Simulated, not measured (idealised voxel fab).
process module | voxel transistor to metal
cross-section cut | 280 nm wide | cells 5 nm
A cross-section is a grid of square cells, given in bands from the top down. A band is one or more rows of cells.
Each band's line starts with the height of the band's top and of its bottom, in nm. Then come its materials from left to right, each with its width in nm. One material with "throughout" fills the band from edge to edge. "air" is empty space.
Height 0 is the level under which the wafer as received is all one material. The lowest band goes on downwards, as in "0 down".
A width such as "30 to 40" changes by the same amount from each row of cells to the next, from the band's top row to its bottom row.
"no change" after a step means that no cell of the cross-section changed.
closed voids: empty space of 8 cells or more with no open way to the top, each as width x height at its distance from the left edge, in nm
after a step's settings: what the simulator itself notes on the step
overlay nm, on a step with a mask: how far to the right of its planned place the mask lay; to the left if negative
Each pair below shows a cross-section before one step and the cross-section after it, down to the lowest band that changed. The line under each pair gives the step between them, with its settings. The pairs can come from different runs of this module on the same starting wafer, so a pair continues from the pair above only where its "before" says so.
before
  35 to 30: air 55 | SiN 5 | air 5 | SiCN 20 | air 5 | SiN 5 | air 90 | SiN 5 | air 5 | SiCN 20 | air 5 | SiN 5 | air 55
  30 to 20: air 55 | SiN 5 | SiO2 5 | SiCN 20 | SiO2 5 | SiN 5 | air 90 | SiN 5 | SiO2 5 | SiCN 20 | SiO2 5 | SiN 5 | air 55
  20 to 0: air 55 | SiN 5 | SiO2 5 | polySi 20 | SiO2 5 | SiN 5 | air 90 | SiN 5 | SiO2 5 | polySi 20 | SiO2 5 | SiN 5 | air 55
  0 to -5: air 15 | SiN 5 | air 35 | SiO2 40 | air 35 | SiN 5 | air 10 | SiN 5 | air 35 | SiO2 40 | air 35 | SiN 5 | air 15
  -5 to -10: air 15 | SiO2 15 | Si 90 | SiO2 15 | air 10 | SiO2 15 | Si 90 | SiO2 15 | air 15
  -10 down: Si throughout
  closed voids: none
after
  35 to 30: air 55 | SiN 5 | air 5 | SiCN 20 | air 5 | SiN 5 | air 90 | SiN 5 | air 5 | SiCN 20 | air 5 | SiN 5 | air 55
  30 to 20: air 55 | SiN 5 | SiO2 5 | SiCN 20 | SiO2 5 | SiN 5 | air 90 | SiN 5 | SiO2 5 | SiCN 20 | SiO2 5 | SiN 5 | air 55
  20 to 0: air 55 | SiN 5 | SiO2 5 | polySi 20 | SiO2 5 | SiN 5 | air 90 | SiN 5 | SiO2 5 | polySi 20 | SiO2 5 | SiN 5 | air 55
  0 to -5: air 15 | SiN 5 | air 35 | SiO2 40 | air 35 | SiN 5 | air 10 | SiN 5 | air 35 | SiO2 40 | air 35 | SiN 5 | air 15
  -5 to -10: air 15 | SiO2 15 | air 25 | Si 40 | air 25 | SiO2 15 | air 10 | SiO2 15 | air 25 | Si 40 | air 25 | SiO2 15 | air 15
  -10 to -20: air 15 | Si 15 | air 25 | Si 40 | air 25 | Si 15 | air 10 | Si 15 | air 25 | Si 40 | air 25 | Si 15 | air 15
  -20 to -25: air 15 | Si 120 | air 10 | Si 120 | air 15
  below -25: unchanged
  closed voids: none
the step between: op DIRECTIONAL_ETCH | etch materials Si | depth nm 15
before: the cross-section after the pair above
after
  35 to 30: air 55 | SiN 5 | air 5 | SiCN 20 | air 5 | SiN 5 | air 90 | SiN 5 | air 5 | SiCN 20 | air 5 | SiN 5 | air 55
  30 to 20: air 55 | SiN 5 | SiO2 5 | SiCN 20 | SiO2 5 | SiN 5 | air 90 | SiN 5 | SiO2 5 | SiCN 20 | SiO2 5 | SiN 5 | air 55
  20 to 10: air 55 | SiN 5 | SiO2 5 | polySi 20 | SiO2 5 | SiN 5 | air 90 | SiN 5 | SiO2 5 | polySi 20 | SiO2 5 | SiN 5 | air 55
  10 to 5: air 40 | SiGe 15 | SiN 5 | SiO2 5 | polySi 20 | SiO2 5 | SiN 5 | SiGe 15 | air 60 | SiGe 15 | SiN 5 | SiO2 5 | polySi 20 | SiO2 5 | SiN 5 | SiGe 15 | air 40
  5 to 0: SiGe 55 | SiN 5 | SiO2 5 | polySi 20 | SiO2 5 | SiN 5 | SiGe 90 | SiN 5 | SiO2 5 | polySi 20 | SiO2 5 | SiN 5 | SiGe 55
  0 to -5: SiGe 15 | SiN 5 | SiGe 35 | SiO2 40 | SiGe 35 | SiN 5 | SiGe 10 | SiN 5 | SiGe 35 | SiO2 40 | SiGe 35 | SiN 5 | SiGe 15
  -5 to -10: SiGe 15 | SiO2 15 | SiGe 25 | Si 40 | SiGe 25 | SiO2 15 | SiGe 10 | SiO2 15 | SiGe 25 | Si 40 | SiGe 25 | SiO2 15 | SiGe 15
  -10 to -20: SiGe 15 | Si 15 | SiGe 25 | Si 40 | SiGe 25 | Si 15 | SiGe 10 | Si 15 | SiGe 25 | Si 40 | SiGe 25 | Si 15 | SiGe 15
  -20 to -25: SiGe 15 | Si 120 | SiGe 10 | Si 120 | SiGe 15
  below -25: unchanged
  closed voids: none
the step between: op EPI | material SiGe | thk nm 15
before: the cross-section after the pair above
after
  45 to 35: SiO2 throughout
  35 to 20: SiO2 55 | SiN 5 | SiO2 5 | SiCN 20 | SiO2 5 | SiN 5 | SiO2 90 | SiN 5 | SiO2 5 | SiCN 20 | SiO2 5 | SiN 5 | SiO2 55
  20 to 10: SiO2 55 | SiN 5 | SiO2 5 | polySi 20 | SiO2 5 | SiN 5 | SiO2 90 | SiN 5 | SiO2 5 | polySi 20 | SiO2 5 | SiN 5 | SiO2 55
  10 to 5: SiO2 40 | SiGe 15 | SiN 5 | SiO2 5 | polySi 20 | SiO2 5 | SiN 5 | SiGe 15 | SiO2 60 | SiGe 15 | SiN 5 | SiO2 5 | polySi 20 | SiO2 5 | SiN 5 | SiGe 15 | SiO2 40
  below 5: unchanged
  closed voids: none
the step between: op FILL_DEP | material SiO2 | thk nm 10
before: the cross-section after the pair above
after
  30 to 20: SiO2 55 | SiN 5 | SiO2 5 | SiCN 20 | SiO2 5 | SiN 5 | SiO2 90 | SiN 5 | SiO2 5 | SiCN 20 | SiO2 5 | SiN 5 | SiO2 55
  below 20: unchanged
  closed voids: none
the step between: op CMP | height nm 30
before: the cross-section after the pair above
after
  45 to 30: SiO2 throughout
  below 30: unchanged
  closed voids: none
the step between: op DIRECTIONAL_DEP | material SiO2 | thk nm 15
before: the cross-section after the pair above
after
  45 to 30: SiO2 30 | air 15 | SiO2 60 | air 15 | SiO2 40 | air 15 | SiO2 60 | air 15 | SiO2 30
  30 to 20: SiO2 30 | air 15 | SiO2 10 | SiN 5 | SiO2 5 | SiCN 20 | SiO2 5 | SiN 5 | SiO2 10 | air 15 | SiO2 40 | air 15 | SiO2 10 | SiN 5 | SiO2 5 | SiCN 20 | SiO2 5 | SiN 5 | SiO2 10 | air 15 | SiO2 30
  20 to 10: SiO2 30 | air 15 | SiO2 10 | SiN 5 | SiO2 5 | polySi 20 | SiO2 5 | SiN 5 | SiO2 10 | air 15 | SiO2 40 | air 15 | SiO2 10 | SiN 5 | SiO2 5 | polySi 20 | SiO2 5 | SiN 5 | SiO2 10 | air 15 | SiO2 30
  10 to 5: SiO2 30 | air 10 | SiGe 15 | SiN 5 | SiO2 5 | polySi 20 | SiO2 5 | SiN 5 | SiGe 15 | air 10 | SiO2 40 | air 10 | SiGe 15 | SiN 5 | SiO2 5 | polySi 20 | SiO2 5 | SiN 5 | SiGe 15 | air 10 | SiO2 30
  below 5: unchanged
  closed voids: none
the step between: op MASKED_ETCH | tone open | mask id CONTACT | width nm 15 | etch materials SiO2 | depth nm 40 | overlay nm 0
before: the cross-section after the pair above
after
  50 to 45: TiN 35 | air 5 | TiN 70 | air 5 | TiN 50 | air 5 | TiN 70 | air 5 | TiN 35
  45 to 30: SiO2 30 | TiN 5 | air 5 | TiN 5 | SiO2 60 | TiN 5 | air 5 | TiN 5 | SiO2 40 | TiN 5 | air 5 | TiN 5 | SiO2 60 | TiN 5 | air 5 | TiN 5 | SiO2 30
  30 to 20: SiO2 30 | TiN 5 | air 5 | TiN 5 | SiO2 10 | SiN 5 | SiO2 5 | SiCN 20 | SiO2 5 | SiN 5 | SiO2 10 | TiN 5 | air 5 | TiN 5 | SiO2 40 | TiN 5 | air 5 | TiN 5 | SiO2 10 | SiN 5 | SiO2 5 | SiCN 20 | SiO2 5 | SiN 5 | SiO2 10 | TiN 5 | air 5 | TiN 5 | SiO2 30
  20 to 15: SiO2 30 | TiN 5 | air 5 | TiN 5 | SiO2 10 | SiN 5 | SiO2 5 | polySi 20 | SiO2 5 | SiN 5 | SiO2 10 | TiN 5 | air 5 | TiN 5 | SiO2 40 | TiN 5 | air 5 | TiN 5 | SiO2 10 | SiN 5 | SiO2 5 | polySi 20 | SiO2 5 | SiN 5 | SiO2 10 | TiN 5 | air 5 | TiN 5 | SiO2 30
  15 to 10: SiO2 30 | TiN 15 | SiO2 10 | SiN 5 | SiO2 5 | polySi 20 | SiO2 5 | SiN 5 | SiO2 10 | TiN 15 | SiO2 40 | TiN 15 | SiO2 10 | SiN 5 | SiO2 5 | polySi 20 | SiO2 5 | SiN 5 | SiO2 10 | TiN 15 | SiO2 30
  10 to 5: SiO2 30 | TiN 10 | SiGe 15 | SiN 5 | SiO2 5 | polySi 20 | SiO2 5 | SiN 5 | SiGe 15 | TiN 10 | SiO2 40 | TiN 10 | SiGe 15 | SiN 5 | SiO2 5 | polySi 20 | SiO2 5 | SiN 5 | SiGe 15 | TiN 10 | SiO2 30
  below 5: unchanged
  closed voids: none
the step between: op CONFORMAL_DEP | material TiN | thk nm 5
before: the cross-section after the pair above
after
  55 to 50: Ru throughout
  50 to 45: TiN 35 | Ru 5 | TiN 70 | Ru 5 | TiN 50 | Ru 5 | TiN 70 | Ru 5 | TiN 35
  45 to 30: SiO2 30 | TiN 5 | Ru 5 | TiN 5 | SiO2 60 | TiN 5 | Ru 5 | TiN 5 | SiO2 40 | TiN 5 | Ru 5 | TiN 5 | SiO2 60 | TiN 5 | Ru 5 | TiN 5 | SiO2 30
  30 to 20: SiO2 30 | TiN 5 | Ru 5 | TiN 5 | SiO2 10 | SiN 5 | SiO2 5 | SiCN 20 | SiO2 5 | SiN 5 | SiO2 10 | TiN 5 | Ru 5 | TiN 5 | SiO2 40 | TiN 5 | Ru 5 | TiN 5 | SiO2 10 | SiN 5 | SiO2 5 | SiCN 20 | SiO2 5 | SiN 5 | SiO2 10 | TiN 5 | Ru 5 | TiN 5 | SiO2 30
  20 to 15: SiO2 30 | TiN 5 | Ru 5 | TiN 5 | SiO2 10 | SiN 5 | SiO2 5 | polySi 20 | SiO2 5 | SiN 5 | SiO2 10 | TiN 5 | Ru 5 | TiN 5 | SiO2 40 | TiN 5 | Ru 5 | TiN 5 | SiO2 10 | SiN 5 | SiO2 5 | polySi 20 | SiO2 5 | SiN 5 | SiO2 10 | TiN 5 | Ru 5 | TiN 5 | SiO2 30
  below 15: unchanged
  closed voids: none
the step between: op FILL_DEP | material Ru | thk nm 5
before: the cross-section after the pair above
after
  45 to 30: SiO2 30 | TiN 5 | Ru 5 | TiN 5 | SiO2 60 | TiN 5 | Ru 5 | TiN 5 | SiO2 40 | TiN 5 | Ru 5 | TiN 5 | SiO2 60 | TiN 5 | Ru 5 | TiN 5 | SiO2 30
  below 30: unchanged
  closed voids: none
the step between: op CMP | height nm 45
before: the cross-section after the pair above
after
  50 to 45: SiN throughout
  below 45: unchanged
  closed voids: none
the step between: op CONFORMAL_DEP | material SiN | thk nm 5
before: the cross-section after the pair above
after
  65 to 50: lowk throughout
  below 50: unchanged
  closed voids: none
the step between: op DIRECTIONAL_DEP | material lowk | thk nm 15
before: the cross-section after the pair above
after
  80 to 65: resist 30 | air 15 | resist 60 | air 15 | resist 40 | air 15 | resist 60 | air 15 | resist 30
  below 65: unchanged
  closed voids: none
the step between: op PATTERN | tone open | mask id METAL_1 | material resist | width nm 15 | thk nm 15 | overlay nm 0
before: the cross-section after the pair above
after
  80 to 65: resist 30 | air 15 | resist 60 | air 15 | resist 40 | air 15 | resist 60 | air 15 | resist 30
  65 to 50: lowk 30 | air 15 | lowk 60 | air 15 | lowk 40 | air 15 | lowk 60 | air 15 | lowk 30
  below 50: unchanged
  closed voids: none
the step between: op DIRECTIONAL_ETCH | etch materials lowk | depth nm 15
before: the cross-section after the pair above
after
  80 to 65: resist 30 | air 15 | resist 60 | air 15 | resist 40 | air 15 | resist 60 | air 15 | resist 30
  65 to 50: lowk 30 | air 15 | lowk 60 | air 15 | lowk 40 | air 15 | lowk 60 | air 15 | lowk 30
  50 to 45: SiN 30 | air 15 | SiN 60 | air 15 | SiN 40 | air 15 | SiN 60 | air 15 | SiN 30
  below 45: unchanged
  closed voids: none
the step between: op DIRECTIONAL_ETCH | etch materials SiN | depth nm 5
before: the cross-section after the pair above
after
  65 to 50: lowk 30 | air 15 | lowk 60 | air 15 | lowk 40 | air 15 | lowk 60 | air 15 | lowk 30
  below 50: unchanged
  closed voids: none
the step between: op STRIP | etch materials resist
before: the cross-section after the pair above
after
  70 to 65: TiN 35 | air 5 | TiN 70 | air 5 | TiN 50 | air 5 | TiN 70 | air 5 | TiN 35
  65 to 50: lowk 30 | TiN 5 | air 5 | TiN 5 | lowk 60 | TiN 5 | air 5 | TiN 5 | lowk 40 | TiN 5 | air 5 | TiN 5 | lowk 60 | TiN 5 | air 5 | TiN 5 | lowk 30
  50 to 45: SiN 30 | TiN 15 | SiN 60 | TiN 15 | SiN 40 | TiN 15 | SiN 60 | TiN 15 | SiN 30
  below 45: unchanged
  closed voids: none
the step between: op CONFORMAL_DEP | material TiN | thk nm 5
before: the cross-section after the pair above
after
  75 to 70: W throughout
  70 to 65: TiN 35 | W 5 | TiN 70 | W 5 | TiN 50 | W 5 | TiN 70 | W 5 | TiN 35
  65 to 50: lowk 30 | TiN 5 | W 5 | TiN 5 | lowk 60 | TiN 5 | W 5 | TiN 5 | lowk 40 | TiN 5 | W 5 | TiN 5 | lowk 60 | TiN 5 | W 5 | TiN 5 | lowk 30
  below 50: unchanged
  closed voids: none
the step between: op FILL_DEP | material W | thk nm 5
before: the cross-section after the pair above
after
  65 to 50: lowk 30 | TiN 5 | W 5 | TiN 5 | lowk 60 | TiN 5 | W 5 | TiN 5 | lowk 40 | TiN 5 | W 5 | TiN 5 | lowk 60 | TiN 5 | W 5 | TiN 5 | lowk 30
  below 50: unchanged
  closed voids: none
the step between: op CMP | height nm 65
before: the cross-section after the pair above
after
  70 to 65: air 25 | Ru 25 | air 50 | Ru 25 | air 30 | Ru 25 | air 50 | Ru 25 | air 25
  below 65: unchanged
  closed voids: none
the step between: op EPI | material Ru | thk nm 5
before: the cross-section after the pair above
after
  75 to 70: SiCN throughout
  70 to 65: SiCN 25 | Ru 25 | SiCN 50 | Ru 25 | SiCN 30 | Ru 25 | SiCN 50 | Ru 25 | SiCN 25
  below 65: unchanged
  closed voids: none
the step between: op FILL_DEP | material SiCN | thk nm 5
